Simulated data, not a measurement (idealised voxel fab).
Process module, titled voxel released beams
Section shown: cut. Width: 175 nm. Cell size: 5 nm, square.
How to read a cross-section here: the picture is a grid of square cells, written as bands going from the top down, and any band can span one or more rows of cells.
What a band's entry tells you: where the top is and where the bottom is, as heights in nm, and after that what lies inside, material by material from left to right, each with its width in nm. Empty space is written as the word "blank", and a single material marked with the word "everywhere" occupies the band from edge to edge.
Zero point of the height axis is 0; under it, received wafer = one material. Lowest band: continues down indefinitely, "from 0 down".
With a width like "30 to 40", each row of cells in the band differs from the next by the same amount, the top row carrying the first number and the bottom row the second.
When a step is marked "no alterations made", none of the cells in the cross-section changed during that step.
"Closed internal voids": empty spaces of 8 cells or more with no open way to the top, each given as width x height at distance, distance from the left edge, all in nm.
Post-settings text on a step line: simulator's own remark regarding the step.
overlay nm: for a step with a mask, the amount by which the mask lay right of where it was planned; a negative amount means left of it.
## List of planned process steps
| 1 | RECEIVE (material Si) |
| 2 | CONFORMAL_DEP (material SiN; thk nm 10) |
| 3 | DIRECTIONAL_DEP (material SiO2; thk nm 20) |
| 4 | MASKED_ETCH (tone open; mask id ANCHOR; width nm 35; etch materials SiO2; depth nm 20; overlay nm 0) |
| 5 | CONFORMAL_DEP (material W; thk nm 10) |
| 6 | MASKED_ETCH (tone cover; mask id BEAM; width nm 110; etch materials W; depth nm 10; overlay nm 0) |
| 7 | STRIP (etch materials SiO2) |
## Cross-section of the wafer upon arrival, representing the state reached after step 1
* from 0 down  Si everywhere
* Closed internal voids: none
## Looking at the first of two wafers in cross-section at end of module - ran to plan
* from 40 to 30  blank=30, W=15, blank=15, W=80, blank=35
* from 30 to 20  blank=35, W=10, blank=15, W=10, blank=105
* from 20 to 10  blank=35, W=35, blank=105
* from 10 to 0  SiN everywhere
* from 0 down  Si everywhere
* Closed internal voids: none
## Here is the second of the two wafers cut open at the end of the module - same start, same plan as the first one, but we made one mistake running it
* from 45 to 35  blank=30, W=15, blank=15, W=80, blank=35
* from 35 to 25  blank=35, W=10, blank=15, W=10, blank=105
* from 25 to 15  blank=35, W=35, blank=105
* from 15 to 0  SiN everywhere
* from 0 down  Si everywhere
* Closed internal voids: none
What was the processing mistake? the process deviated at step 2: the operation and settings actually run there were CONFORMAL_DEP (material SiN; thk nm 15)
Looking at both finished wafers in cells, the second ends up ahead of or behind the first on some materials: +35 SiN
